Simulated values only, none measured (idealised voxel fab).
The following is a process module called voxel capacitor over wiring.
Section cut is 270 nm wide and gridded with 5 nm square cells.
Cross-section format: a grid of square cells, given as bands from top to bottom; each band is one or more rows of cells. Within each band entry, the heights of the top and of the bottom of the band appear first, in that order and in nm; the materials of the band then follow from left to right, each with its corresponding width in nm. The designation "throughout" on a single material indicates that it fills the band from edge to edge; the designation "empty" indicates empty space. Counting heights begins at 0, where everything beneath is, in the wafer as received, one material. The lowest band has no bottom; it goes on downwards, as "0 -> down" shows. The expression "30..40" gives the width at the extremes of the band, the first number at its top row of cells and the second at its bottom row, with the width changing by equal amounts from each row to the next in between. Basically "stayed the same" means that step didn't change any cell in the cross-section. This entry, "Sealed cavities", enumerates those empty regions of no fewer than 8 cells that possess no open connection to the top. Each region is reported in the form width x height at distance, the distance being taken from the left edge, with all three quantities expressed in nm. Where a step's line continues beyond its settings, the continuation is a remark by the simulator itself on that step. Among the settings permitted on a step's line is "overlay nm"; applied to a step with a mask, it specifies the extent to which the mask lay to the right of its planned position, whereas a negative figure signifies a position to the left.
PROCESS STEPS FORESEEN IN THE PLAN
1: RECEIVE | material Si
2: CONFORMAL_DEP | material SiO2 | thk nm 15
3: CONFORMAL_DEP | material SiCN | thk nm 5
4: DIRECTIONAL_DEP | material lowk | thk nm 25
5: MASKED_ETCH | tone open | mask id METAL_1 | width nm 20 | pitch nm 90 | etch materials lowk | depth nm 25 | overlay nm 0
6: MASKED_ETCH | tone open | mask id METAL_1 | width nm 20 | pitch nm 90 | etch materials SiCN | depth nm 5 | overlay nm 0
7: CONFORMAL_DEP | material TiN | thk nm 5
8: FILL_DEP | material W | thk nm 5
9: CMP | height nm 45
10: CONFORMAL_DEP | material SiCN | thk nm 5
11: DIRECTIONAL_DEP | material lowk | thk nm 20
12: MASKED_ETCH | tone open | mask id PLUG_1 | width nm 15 | etch materials lowk | depth nm 20 | overlay nm 0
13: MASKED_ETCH | tone open | mask id PLUG_1 | width nm 15 | etch materials SiCN | depth nm 5 | overlay nm 0
14: CONFORMAL_DEP | material TiN | thk nm 5
15: FILL_DEP | material Ru | thk nm 5
16: CMP | height nm 70
17: DIRECTIONAL_DEP | material TiN | thk nm 10
18: DIRECTIONAL_DEP | material HfO2 | thk nm 5
19: DIRECTIONAL_DEP | material TiN | thk nm 10
20: MASKED_ETCH | tone cover | mask id UPPER_PLATE | width nm 75 | etch materials TiN | depth nm 10 | overlay nm 0
21: MASKED_ETCH | tone cover | mask id UPPER_PLATE | width nm 75 | etch materials HfO2 | depth nm 5 | overlay nm 0
22: PATTERN | tone cover | mask id LOWER_PLATE | material resist | width nm 85 | thk nm 15 | overlay nm 0
23: DIRECTIONAL_ETCH | etch materials TiN | depth nm 10
24: STRIP | etch materials resist
25: FILL_DEP | material SiO2 | thk nm 15
26: CMP | height nm 105
27: DIRECTIONAL_DEP | material aC | thk nm 10
28: PATTERN | tone open | mask id PLUG_2 | material resist | width nm 15 | thk nm 30 | overlay nm 0
29: DIRECTIONAL_ETCH | etch materials aC | depth nm 10
30: STRIP | etch materials resist
31: DIRECTIONAL_ETCH | etch materials SiO2 | depth nm 10
32: STRIP | etch materials aC
33: CONFORMAL_DEP | material TiN | thk nm 5
34: FILL_DEP | material Ru | thk nm 5
35: CMP | height nm 105
36: CONFORMAL_DEP | material SiN | thk nm 5
WHAT FOLLOWS COVERS THE FIRST OF TWO WAFERS; IT RAN AS PLANNED
AS RECEIVED, AFTER STEP 1
  0 -> down | Si throughout
  Sealed cavities: none
TAKE A LOOK AT THE WAFER'S CROSS-SECTION AFTER STEP 2
  15 -> 0 | SiO2 throughout
  Lower than 0, everything is as it was.
TAKE A LOOK AT THE WAFER'S CROSS-SECTION AFTER STEP 3
  20 -> 15 | SiCN throughout
  Lower than 15, everything is as it was.
TAKE A LOOK AT THE WAFER'S CROSS-SECTION AFTER STEP 4
  45 -> 20 | lowk throughout
  Lower than 20, everything is as it was.
TAKE A LOOK AT THE WAFER'S CROSS-SECTION AFTER STEP 5
  45 -> 20 | 80 nm lowk, then 20 nm empty, then 70 nm lowk, then 20 nm empty, then 80 nm lowk
  Lower than 20, everything is as it was.
TAKE A LOOK AT THE WAFER'S CROSS-SECTION AFTER STEP 6
  45 -> 20 | 80 nm lowk, then 20 nm empty, then 70 nm lowk, then 20 nm empty, then 80 nm lowk
  20 -> 15 | 80 nm SiCN, then 20 nm empty, then 70 nm SiCN, then 20 nm empty, then 80 nm SiCN
  Lower than 15, everything is as it was.
TAKE A LOOK AT THE WAFER'S CROSS-SECTION AFTER STEP 7
  50 -> 45 | 85 nm TiN, then 10 nm empty, then 80 nm TiN, then 10 nm empty, then 85 nm TiN
  45 -> 20 | 80 nm lowk, then 5 nm TiN, then 10 nm empty, then 5 nm TiN, then 70 nm lowk, then 5 nm TiN, then 10 nm empty, then 5 nm TiN, then 80 nm lowk
  20 -> 15 | 80 nm SiCN, then 20 nm TiN, then 70 nm SiCN, then 20 nm TiN, then 80 nm SiCN
  Lower than 15, everything is as it was.
TAKE A LOOK AT THE WAFER'S CROSS-SECTION AFTER STEP 8
  55 -> 50 | W throughout
  50 -> 45 | 85 nm TiN, then 10 nm W, then 80 nm TiN, then 10 nm W, then 85 nm TiN
  45 -> 20 | 80 nm lowk, then 5 nm TiN, then 10 nm W, then 5 nm TiN, then 70 nm lowk, then 5 nm TiN, then 10 nm W, then 5 nm TiN, then 80 nm lowk
  Lower than 20, everything is as it was.
TAKE A LOOK AT THE WAFER'S CROSS-SECTION AFTER STEP 9
  45 -> 20 | 80 nm lowk, then 5 nm TiN, then 10 nm W, then 5 nm TiN, then 70 nm lowk, then 5 nm TiN, then 10 nm W, then 5 nm TiN, then 80 nm lowk
  Lower than 20, everything is as it was.
TAKE A LOOK AT THE WAFER'S CROSS-SECTION AFTER STEP 10
  50 -> 45 | SiCN throughout
  Lower than 45, everything is as it was.
TAKE A LOOK AT THE WAFER'S CROSS-SECTION AFTER STEP 11
  70 -> 50 | lowk throughout
  Lower than 50, everything is as it was.
TAKE A LOOK AT THE WAFER'S CROSS-SECTION AFTER STEP 12
  70 -> 50 | 85 nm lowk, then 15 nm empty, then 170 nm lowk
  Lower than 50, everything is as it was.
TAKE A LOOK AT THE WAFER'S CROSS-SECTION AFTER STEP 13
  70 -> 50 | 85 nm lowk, then 15 nm empty, then 170 nm lowk
  50 -> 45 | 85 nm SiCN, then 15 nm empty, then 170 nm SiCN
  Lower than 45, everything is as it was.
TAKE A LOOK AT THE WAFER'S CROSS-SECTION AFTER STEP 14
  75 -> 70 | 90 nm TiN, then 5 nm empty, then 175 nm TiN
  70 -> 50 | 85 nm lowk, then 5 nm TiN, then 5 nm empty, then 5 nm TiN, then 170 nm lowk
  50 -> 45 | 85 nm SiCN, then 15 nm TiN, then 170 nm SiCN
  Lower than 45, everything is as it was.
TAKE A LOOK AT THE WAFER'S CROSS-SECTION AFTER STEP 15
  80 -> 75 | Ru throughout
  75 -> 70 | 90 nm TiN, then 5 nm Ru, then 175 nm TiN
  70 -> 50 | 85 nm lowk, then 5 nm TiN, then 5 nm Ru, then 5 nm TiN, then 170 nm lowk
  Lower than 50, everything is as it was.
TAKE A LOOK AT THE WAFER'S CROSS-SECTION AFTER STEP 16
  70 -> 50 | 85 nm lowk, then 5 nm TiN, then 5 nm Ru, then 5 nm TiN, then 170 nm lowk
  Lower than 50, everything is as it was.
TAKE A LOOK AT THE WAFER'S CROSS-SECTION AFTER STEP 17
  80 -> 70 | TiN throughout
  Lower than 70, everything is as it was.
TAKE A LOOK AT THE WAFER'S CROSS-SECTION AFTER STEP 18
  85 -> 80 | HfO2 throughout
  Lower than 80, everything is as it was.
TAKE A LOOK AT THE WAFER'S CROSS-SECTION AFTER STEP 19
  95 -> 85 | TiN throughout
  Lower than 85, everything is as it was.
TAKE A LOOK AT THE WAFER'S CROSS-SECTION AFTER STEP 20
  95 -> 85 | 85 nm empty, then 75 nm TiN, then 110 nm empty
  Lower than 85, everything is as it was.
TAKE A LOOK AT THE WAFER'S CROSS-SECTION AFTER STEP 21
  95 -> 85 | 85 nm empty, then 75 nm TiN, then 110 nm empty
  85 -> 80 | 85 nm empty, then 75 nm HfO2, then 110 nm empty
  Lower than 80, everything is as it was.
TAKE A LOOK AT THE WAFER'S CROSS-SECTION AFTER STEP 22
  110 -> 95 | 80 nm empty, then 85 nm resist, then 105 nm empty
  95 -> 85 | 80 nm empty, then 5 nm resist, then 75 nm TiN, then 5 nm resist, then 105 nm empty
  85 -> 80 | 80 nm empty, then 5 nm resist, then 75 nm HfO2, then 5 nm resist, then 105 nm empty
  Lower than 80, everything is as it was.
TAKE A LOOK AT THE WAFER'S CROSS-SECTION AFTER STEP 23
  110 -> 95 | 80 nm empty, then 85 nm resist, then 105 nm empty
  95 -> 85 | 80 nm empty, then 5 nm resist, then 75 nm TiN, then 5 nm resist, then 105 nm empty
  85 -> 80 | 80 nm empty, then 5 nm resist, then 75 nm HfO2, then 5 nm resist, then 105 nm empty
  80 -> 70 | 80 nm empty, then 85 nm TiN, then 105 nm empty
  Lower than 70, everything is as it was.
TAKE A LOOK AT THE WAFER'S CROSS-SECTION AFTER STEP 24
  95 -> 85 | 85 nm empty, then 75 nm TiN, then 110 nm empty
  85 -> 80 | 85 nm empty, then 75 nm HfO2, then 110 nm empty
  Lower than 80, everything is as it was.
TAKE A LOOK AT THE WAFER'S CROSS-SECTION AFTER STEP 25
  110 -> 95 | SiO2 throughout
  95 -> 85 | 85 nm SiO2, then 75 nm TiN, then 110 nm SiO2
  85 -> 80 | 85 nm SiO2, then 75 nm HfO2, then 110 nm SiO2
  80 -> 70 | 80 nm SiO2, then 85 nm TiN, then 105 nm SiO2
  Lower than 70, everything is as it was.
TAKE A LOOK AT THE WAFER'S CROSS-SECTION AFTER STEP 26
  105 -> 95 | SiO2 throughout
  Lower than 95, everything is as it was.
TAKE A LOOK AT THE WAFER'S CROSS-SECTION AFTER STEP 27
  115 -> 105 | aC throughout
  Lower than 105, everything is as it was.
TAKE A LOOK AT THE WAFER'S CROSS-SECTION AFTER STEP 28
  145 -> 115 | 95 nm resist, then 15 nm empty, then 160 nm resist
  Lower than 115, everything is as it was.
TAKE A LOOK AT THE WAFER'S CROSS-SECTION AFTER STEP 29
  135 -> 115 | 95 nm resist, then 15 nm empty, then 160 nm resist
  115 -> 105 | 95 nm aC, then 15 nm empty, then 160 nm aC
  Lower than 105, everything is as it was.
TAKE A LOOK AT THE WAFER'S CROSS-SECTION AFTER STEP 30
  115 -> 105 | 95 nm aC, then 15 nm empty, then 160 nm aC
  Lower than 105, everything is as it was.
TAKE A LOOK AT THE WAFER'S CROSS-SECTION AFTER STEP 31
  115 -> 105 | 95 nm aC, then 15 nm empty, then 160 nm aC
  105 -> 95 | 95 nm SiO2, then 15 nm empty, then 160 nm SiO2
  Lower than 95, everything is as it was.
TAKE A LOOK AT THE WAFER'S CROSS-SECTION AFTER STEP 32
  105 -> 95 | 95 nm SiO2, then 15 nm empty, then 160 nm SiO2
  Lower than 95, everything is as it was.
TAKE A LOOK AT THE WAFER'S CROSS-SECTION AFTER STEP 33
  110 -> 105 | 100 nm TiN, then 5 nm empty, then 165 nm TiN
  105 -> 100 | 95 nm SiO2, then 5 nm TiN, then 5 nm empty, then 5 nm TiN, then 160 nm SiO2
  100 -> 95 | 95 nm SiO2, then 15 nm TiN, then 160 nm SiO2
  Lower than 95, everything is as it was.
TAKE A LOOK AT THE WAFER'S CROSS-SECTION AFTER STEP 34
  115 -> 110 | Ru throughout
  110 -> 105 | 100 nm TiN, then 5 nm Ru, then 165 nm TiN
  105 -> 100 | 95 nm SiO2, then 5 nm TiN, then 5 nm Ru, then 5 nm TiN, then 160 nm SiO2
  Lower than 100, everything is as it was.
TAKE A LOOK AT THE WAFER'S CROSS-SECTION AFTER STEP 35
  105 -> 100 | 95 nm SiO2, then 5 nm TiN, then 5 nm Ru, then 5 nm TiN, then 160 nm SiO2
  Lower than 100, everything is as it was.
TAKE A LOOK AT THE WAFER'S CROSS-SECTION AFTER STEP 36
  110 -> 105 | SiN throughout
  Lower than 105, everything is as it was.
OKAY, SECOND WAFER. NOTHING DIFFERENT AT THE START, NOTHING DIFFERENT IN THE PLAN, JUST ONE MISTAKE SOMEWHERE IN THE RUNNING. AS FAR AS STEP 19, COUNTING THAT STEP, IT'S THE FIRST WAFER ALL OVER AGAIN
PLANNED END OF STEP 20: SECOND WAFER, CROSS-SECTION
  95 -> 85 | 90 nm empty, then 70 nm TiN, then 110 nm empty
  Lower than 85, everything is as it was.
PLANNED END OF STEP 21: SECOND WAFER, CROSS-SECTION
  95 -> 85 | 90 nm empty, then 70 nm TiN, then 110 nm empty
  85 -> 80 | 85 nm empty, then 75 nm HfO2, then 110 nm empty
  Lower than 80, everything is as it was.
PLANNED END OF STEP 22: SECOND WAFER, CROSS-SECTION
  110 -> 95 | 80 nm empty, then 85 nm resist, then 105 nm empty
  95 -> 85 | 80 nm empty, then 10 nm resist, then 70 nm TiN, then 5 nm resist, then 105 nm empty
  85 -> 80 | 80 nm empty, then 5 nm resist, then 75 nm HfO2, then 5 nm resist, then 105 nm empty
  Lower than 80, everything is as it was.
PLANNED END OF STEP 23: SECOND WAFER, CROSS-SECTION
  110 -> 95 | 80 nm empty, then 85 nm resist, then 105 nm empty
  95 -> 85 | 80 nm empty, then 10 nm resist, then 70 nm TiN, then 5 nm resist, then 105 nm empty
  85 -> 80 | 80 nm empty, then 5 nm resist, then 75 nm HfO2, then 5 nm resist, then 105 nm empty
  80 -> 70 | 80 nm empty, then 85 nm TiN, then 105 nm empty
  Lower than 70, everything is as it was.
PLANNED END OF STEP 24: SECOND WAFER, CROSS-SECTION
  95 -> 85 | 90 nm empty, then 70 nm TiN, then 110 nm empty
  85 -> 80 | 85 nm empty, then 75 nm HfO2, then 110 nm empty
  Lower than 80, everything is as it was.
PLANNED END OF STEP 25: SECOND WAFER, CROSS-SECTION
  110 -> 95 | SiO2 throughout
  95 -> 85 | 90 nm SiO2, then 70 nm TiN, then 110 nm SiO2
  85 -> 80 | 85 nm SiO2, then 75 nm HfO2, then 110 nm SiO2
  80 -> 70 | 80 nm SiO2, then 85 nm TiN, then 105 nm SiO2
  Lower than 70, everything is as it was.
PLANNED END OF STEP 26: SECOND WAFER, CROSS-SECTION
  105 -> 95 | SiO2 throughout
  Lower than 95, everything is as it was.
PLANNED END OF STEP 27: SECOND WAFER, CROSS-SECTION
  115 -> 105 | aC throughout
  Lower than 105, everything is as it was.
PLANNED END OF STEP 28: SECOND WAFER, CROSS-SECTION
  145 -> 115 | 95 nm resist, then 15 nm empty, then 160 nm resist
  Lower than 115, everything is as it was.
PLANNED END OF STEP 29: SECOND WAFER, CROSS-SECTION
  135 -> 115 | 95 nm resist, then 15 nm empty, then 160 nm resist
  115 -> 105 | 95 nm aC, then 15 nm empty, then 160 nm aC
  Lower than 105, everything is as it was.
PLANNED END OF STEP 30: SECOND WAFER, CROSS-SECTION
  115 -> 105 | 95 nm aC, then 15 nm empty, then 160 nm aC
  Lower than 105, everything is as it was.
PLANNED END OF STEP 31: SECOND WAFER, CROSS-SECTION
  115 -> 105 | 95 nm aC, then 15 nm empty, then 160 nm aC
  105 -> 95 | 95 nm SiO2, then 15 nm empty, then 160 nm SiO2
  Lower than 95, everything is as it was.
PLANNED END OF STEP 32: SECOND WAFER, CROSS-SECTION
  105 -> 95 | 95 nm SiO2, then 15 nm empty, then 160 nm SiO2
  Lower than 95, everything is as it was.
PLANNED END OF STEP 33: SECOND WAFER, CROSS-SECTION
  110 -> 105 | 100 nm TiN, then 5 nm empty, then 165 nm TiN
  105 -> 100 | 95 nm SiO2, then 5 nm TiN, then 5 nm empty, then 5 nm TiN, then 160 nm SiO2
  100 -> 95 | 95 nm SiO2, then 15 nm TiN, then 160 nm SiO2
  Lower than 95, everything is as it was.
PLANNED END OF STEP 34: SECOND WAFER, CROSS-SECTION
  115 -> 110 | Ru throughout
  110 -> 105 | 100 nm TiN, then 5 nm Ru, then 165 nm TiN
  105 -> 100 | 95 nm SiO2, then 5 nm TiN, then 5 nm Ru, then 5 nm TiN, then 160 nm SiO2
  Lower than 100, everything is as it was.
PLANNED END OF STEP 35: SECOND WAFER, CROSS-SECTION
  105 -> 100 | 95 nm SiO2, then 5 nm TiN, then 5 nm Ru, then 5 nm TiN, then 160 nm SiO2
  Lower than 100, everything is as it was.
PLANNED END OF STEP 36: SECOND WAFER, CROSS-SECTION
  110 -> 105 | SiN throughout
  Lower than 105, everything is as it was.
Heads up, the wafer didn't run the way we planned it: contrary to plan, step 20 was performed as MASKED_ETCH | tone cover | mask id UPPER_PLATE | width nm 70 | etch materials TiN | depth nm 10 | overlay nm 0
Final difference in cells, second wafer against first, listed per material as more or fewer: SiO2 +2, TiN -2
